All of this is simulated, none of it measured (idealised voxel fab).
Process module, titled voxel self aligned contacts
FYI the section here is cut, 280 nm wide, cells are 5 nm squares.
A cross-section is a grid of square cells, given in bands from the top down. A band is one or more rows of cells. Per band: top height and bottom height in nm, followed by the left-to-right materials and their widths in nm; "edge to edge" marks a single material spanning edge to edge, "empty" marks empty space. It should be noted that heights are counted from 0, beneath which the wafer as supplied is of one material throughout, and that the lowest band possesses no lower boundary but continues downward, as written in "0 and below". The width entry "30..40" should be interpreted row by row: the top row of cells in the band takes the first number, the bottom row takes the second number, and the change between adjacent rows is uniform throughout. "changes: none" (step): cross-section cells unchanged, all of them. The entry "Fully closed voids" lists the empty spaces that cover at least 8 cells and have no open path to the top. Each is written as width x height at distance, where the distance is measured from the left edge and all three values are in nm. Read whatever lies past the settings on a step's line as the simulator's own remark about the step. You can add "overlay nm" to a step's line. For a step with a mask, it describes how far the mask lay to the right of its planned position, and a negative number describes a lay to the left.

PLANNED STEP LIST FOR THE PROCESS
step 1: RECEIVE with material Si
step 2: CONFORMAL_DEP with material SiO2, thk nm 5
step 3: DIRECTIONAL_DEP with material polySi, thk nm 30
step 4: DIRECTIONAL_DEP with material SiN, thk nm 15
step 5: DIRECTIONAL_DEP with material aC, thk nm 10
step 6: PATTERN with tone cover, mask id GATE, material resist, width nm 30, pitch nm 60, thk nm 25, overlay nm 0
step 7: DIRECTIONAL_ETCH with etch materials aC, depth nm 10
step 8: STRIP with etch materials resist
step 9: DIRECTIONAL_ETCH with etch materials SiN, depth nm 15
step 10: DIRECTIONAL_ETCH with etch materials polySi, depth nm 30
step 11: STRIP with etch materials aC
step 12: CONFORMAL_DEP with material SiN, thk nm 5
step 13: DIRECTIONAL_ETCH with etch materials SiN, depth nm 5
step 14: FILL_DEP with material SiO2, thk nm 15
step 15: CMP with height nm 60
step 16: MASKED_ETCH with tone open, mask id CONTACT, width nm 40, etch materials SiO2, depth nm 60, overlay nm 0
step 17: CONFORMAL_DEP with material TiN, thk nm 5
step 18: FILL_DEP with material W, thk nm 10
step 19: CMP with height nm 60
step 20: CONFORMAL_DEP with material SiCN, thk nm 5

THE CROSS-SECTION HERE SHOWS THE WAFER AS RECEIVED, I.E. IN ITS STATE AFTER STEP 1
* 0 and below  Si edge to edge
* Fully closed voids: none

CROSS-SECTIONAL RESULT AFTER MODULE COMPLETION. NOTE: STARTING CONDITION AND PLAN ARE UNCHANGED FROM ABOVE; ONE PROCESSING MISTAKE WAS MADE
* 80 down to 75  SiCN edge to edge
* 75 down to 65  W edge to edge
* 65 down to 60  TiN (125) | W (30) | TiN (125)
* 60 down to 50  SiO2 (120) | TiN (5..15) | W (30..10) | TiN (5..15) | SiO2 (120)
* 50 down to 35  SiO2 (90) | SiN (40) | TiN (5) | W (10) | TiN (5) | SiN (40) | SiO2 (90)
* 35 down to 5  SiO2 (90) | SiN (5) | polySi (30) | SiN (5) | TiN (5) | W (10) | TiN (5) | SiN (5) | polySi (30) | SiN (5) | SiO2 (90)
* 5 down to 0  SiO2 (130) | TiN (20) | SiO2 (130)
* 0 and below  Si edge to edge
* Fully closed voids: none
Heads up, the wafer didn't run the way we planned it: execution of step 19 of the plan did not take place, the step having been omitted
